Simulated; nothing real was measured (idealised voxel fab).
Process module heading - voxel fin reveal
Pictured: cross-section cut, 270 nm wide, on a grid of 5 nm square cells.
Reading order for cross-sections: top band down to bottom band. Underlying form: a grid of square cells. Band size: one or more rows of cells.
Quick guide to a band line: top height, bottom height (nm) up front; then every material left to right with its width in nm. Only one material and it's marked "edge to edge"? Then it fills the band edge to edge. And "air" just means empty space.
Convention: height 0 is the level below which the wafer, as received, is all one material. The lowest band does not terminate at the bottom but continues downward, represented as "top 0, no bottom".
Width spec "30 to 40" -> top row of cells at first value, bottom row at second value, equal per-row change in between.
For the purposes of this document, the phrase "nothing was modified" attached to a step denotes that no cell within the cross-section was modified by that step.
Voids not open to the top, 8 cells minimum: see "Completely sealed voids". Written width x height at distance; distance is from the left edge; nm.
Past the settings on a step's line: simulator remark, on that step.
Steps that use a mask can have "overlay nm" on their line. It says how far the mask sat to the right of where it was meant to be. Negative means to the left.
Process steps - plan
1) RECEIVE [material Si]
2) CONFORMAL_DEP [material SiN] [thk nm 5]
3) PATTERN [tone cover] [mask id FINS] [material resist] [width nm 15] [pitch nm 40] [thk nm 15] [overlay nm -15]
4) DIRECTIONAL_ETCH [etch materials SiN] [depth nm 5]
5) DIRECTIONAL_ETCH [etch materials Si] [depth nm 40]
6) STRIP [etch materials resist]
7) OXIDIZE [depth nm 5]
8) FILL_DEP [material SiO2] [thk nm 10]
9) CMP [height nm 5]
10) SELECTIVE_ETCH [etch materials SiO2] [depth nm 30]
11) STRIP [etch materials SiN]
For clarity, it should be stated that the wafers under discussion commence in an identical condition and differ with respect to the overlay nm of step 3, the plan indicating the value that the first wafer had.
Cut through the first of several wafers as received, post step 1
top 0, no bottom | Si edge to edge
Completely sealed voids: none
Quick look at the cross-section of the first of several wafers after step 11, which wraps up the module
top 0, bottom -25 | air 55 nm, then Si 5 nm, then air 35 nm, then Si 5 nm, then air 35 nm, then Si 5 nm, then air 35 nm, then Si 5 nm, then air 90 nm
top -25, bottom -45 | SiO2 55 nm, then Si 5 nm, then SiO2 35 nm, then Si 5 nm, then SiO2 35 nm, then Si 5 nm, then SiO2 35 nm, then Si 5 nm, then SiO2 90 nm
top -45, no bottom | Si edge to edge
Completely sealed voids: none
Last-wafer cross-section at the end of the module
top 0, bottom -25 | air 85 nm, then Si 5 nm, then air 35 nm, then Si 5 nm, then air 35 nm, then Si 5 nm, then air 35 nm, then Si 5 nm, then air 60 nm
top -25, bottom -45 | SiO2 85 nm, then Si 5 nm, then SiO2 35 nm, then Si 5 nm, then SiO2 35 nm, then Si 5 nm, then SiO2 35 nm, then Si 5 nm, then SiO2 60 nm
top -45, no bottom | Si edge to edge
Completely sealed voids: none
What follows is a table in which each wafer occupies a row; for the wafer as it stands at the close of the module, the row states, material by material, how many cells have been gained (+) or lost (-) since receipt, and then gives its closed voids
overlay nm -15; -450 Si; +200 SiO2; Completely sealed voids: none
overlay nm -10; -450 Si; +200 SiO2; Completely sealed voids: none
overlay nm -5; -450 Si; +200 SiO2; Completely sealed voids: none
overlay nm 0; -450 Si; +200 SiO2; Completely sealed voids: none
overlay nm 5; -450 Si; +200 SiO2; Completely sealed voids: none
overlay nm 10; -450 Si; +200 SiO2; Completely sealed voids: none
overlay nm 15; -450 Si; +200 SiO2; Completely sealed voids: none
